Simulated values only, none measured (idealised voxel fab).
Herein follows the process module entitled voxel wiring stack.
The cross-section shown here is cut; it is 235 nm wide and divided into square cells measuring 5 nm on a side.
Cross-section format: a grid of square cells, given as bands from top to bottom; each band is one or more rows of cells.
The band entry comprises the height of the band's top followed by the height of its bottom, expressed in nm, and subsequently the band's materials from left to right, each stated together with its width in nm. Where a single material is marked with the word "everywhere", that material fills the band from edge to edge. The word "empty" represents empty space.
All heights in this document are referenced to 0, defined as the level beneath which the wafer, as received, consists entirely of one material. The lowest band is not bounded below; it extends indefinitely downward and is written in the form "top 0, no bottom".
Quick explanation for "30 to 40": the width changes in equal steps down the rows of cells, from the first number in the band's top row to the second number in its bottom row.
Reading "nothing altered" for a step: not a cell of the cross-section changed in it.
Listed in "Catalogued sealed voids": every empty space of 8 or more cells without an open way to the top. Form: width x height at distance, the distance being from the left edge, all in nm.
It should be noted that, on the line of a given step, the content following the step's settings is a remark produced by the simulator itself with respect to that step.
The "overlay nm" setting may appear on a step's line; for a step that uses a mask, it gives how far to the right of its planned position the mask lay, and a negative value indicates the left.

Steps planned for the process
| 1 | RECEIVE,material Si |
| 2 | CONFORMAL_DEP,material SiO2,thk nm 10 |
| 3 | CONFORMAL_DEP,material SiN,thk nm 5 |
| 4 | DIRECTIONAL_DEP,material lowk,thk nm 20 |
| 5 | DIRECTIONAL_DEP,material aC,thk nm 10 |
| 6 | PATTERN,tone open,mask id METAL_1,material resist,width nm 20,pitch nm 45,thk nm 30,overlay nm 0 |
| 7 | DIRECTIONAL_ETCH,etch materials aC,depth nm 10 |
| 8 | STRIP,etch materials resist |
| 9 | DIRECTIONAL_ETCH,etch materials lowk,depth nm 10 |
| 10 | DIRECTIONAL_ETCH,etch materials SiN,depth nm 5 |
| 11 | STRIP,etch materials aC |
| 12 | CONFORMAL_DEP,material TiN,thk nm 5 |
| 13 | FILL_DEP,material Ru,thk nm 5 |
| 14 | CMP,height nm 35 |
| 15 | CONFORMAL_DEP,material SiCN,thk nm 5 |
| 16 | DIRECTIONAL_DEP,material lowk,thk nm 35 |
| 17 | MASKED_ETCH,tone open,mask id METAL_2_HOLES,width nm 15,pitch nm 45,etch materials lowk,depth nm 35,overlay nm 0 |
| 18 | DIRECTIONAL_DEP,material aC,thk nm 10 |
| 19 | PATTERN,tone open,mask id METAL_2,material resist,width nm 20,pitch nm 45,thk nm 25,overlay nm 0 |
| 20 | DIRECTIONAL_ETCH,etch materials aC,depth nm 10 |
| 21 | STRIP,etch materials resist |
| 22 | DIRECTIONAL_ETCH,etch materials lowk,depth nm 20 |
| 23 | DIRECTIONAL_ETCH,etch materials SiCN,depth nm 5 |
| 24 | STRIP,etch materials aC |
| 25 | CONFORMAL_DEP,material TiN,thk nm 5 |
| 26 | FILL_DEP,material Ru,thk nm 5 |
| 27 | CMP,height nm 75 |
| 28 | CONFORMAL_DEP,material SiCN,thk nm 5 |
Be aware that, although all wafers share a common starting state, the depth nm at step 9 differs among them, and the plan displays the first wafer's value.

Received wafers, first of several: cross-section after step 1
> top 0, no bottom: Si everywhere
> Catalogued sealed voids: none

Cross-section of the first of several wafers, taken after step 28, where the module ends
> top 80, bottom 75: SiCN everywhere
> top 75, bottom 60: 85 lowk / 5 TiN / 10 Ru / 5 TiN / 25 lowk / 5 TiN / 10 Ru / 5 TiN / 85 lowk
> top 60, bottom 55: 85 lowk / 5 TiN / 5 Ru / 10 TiN / 25 lowk / 5 TiN / 5 Ru / 10 TiN / 85 lowk
> top 55, bottom 40: 85 lowk / 5 TiN / 5 Ru / 5 TiN / 30 lowk / 5 TiN / 5 Ru / 5 TiN / 90 lowk
> top 40, bottom 35: 85 SiCN / 15 TiN / 30 SiCN / 15 TiN / 90 SiCN
> top 35, bottom 30: 85 lowk / 5 TiN / 10 Ru / 5 TiN / 25 lowk / 5 TiN / 10 Ru / 5 TiN / 85 lowk
> top 30, bottom 25: 85 lowk / 20 TiN / 25 lowk / 20 TiN / 85 lowk
> top 25, bottom 15: lowk everywhere
> top 15, bottom 10: SiN everywhere
> top 10, bottom 0: SiO2 everywhere
> top 0, no bottom: Si everywhere
> Catalogued sealed voids: none

Final wafer of several, shown in cross-section at the end of the module
> top 80, bottom 75: SiCN everywhere
> top 75, bottom 60: 85 lowk / 5 TiN / 10 Ru / 5 TiN / 25 lowk / 5 TiN / 10 Ru / 5 TiN / 85 lowk
> top 60, bottom 55: 85 lowk / 5 TiN / 5 Ru / 10 TiN / 25 lowk / 5 TiN / 5 Ru / 10 TiN / 85 lowk
> top 55, bottom 40: 85 lowk / 5 TiN / 5 Ru / 5 TiN / 30 lowk / 5 TiN / 5 Ru / 5 TiN / 90 lowk
> top 40, bottom 35: 85 SiCN / 15 TiN / 30 SiCN / 15 TiN / 90 SiCN
> top 35, bottom 15: 85 lowk / 5 TiN / 10 Ru / 5 TiN / 25 lowk / 5 TiN / 10 Ru / 5 TiN / 85 lowk
> top 15, bottom 10: 85 SiN / 20 TiN / 25 SiN / 20 TiN / 85 SiN
> top 10, bottom 0: SiO2 everywhere
> top 0, no bottom: Si everywhere
> Catalogued sealed voids: none

The following table contains a row per wafer, in which are reported, at the conclusion of the module, the cells of each material gained (+) or lost (-) since the wafer's receipt, with its closed voids given thereafter
depth nm 10 | +24 Ru | +88 SiCN | +47 SiN | +94 SiO2 | +48 TiN | +451 lowk | Catalogued sealed voids: none
depth nm 15 | +28 Ru | +88 SiCN | +47 SiN | +94 SiO2 | +52 TiN | +443 lowk | Catalogued sealed voids: none
depth nm 20 | +36 Ru | +88 SiCN | +39 SiN | +94 SiO2 | +60 TiN | +435 lowk | Catalogued sealed voids: none
depth nm 25 | +36 Ru | +88 SiCN | +39 SiN | +94 SiO2 | +60 TiN | +435 lowk | Catalogued sealed voids: none
depth nm 30 | +36 Ru | +88 SiCN | +39 SiN | +94 SiO2 | +60 TiN | +435 lowk | Catalogued sealed voids: none
depth nm 35 | +36 Ru | +88 SiCN | +39 SiN | +94 SiO2 | +60 TiN | +435 lowk | Catalogued sealed voids: none
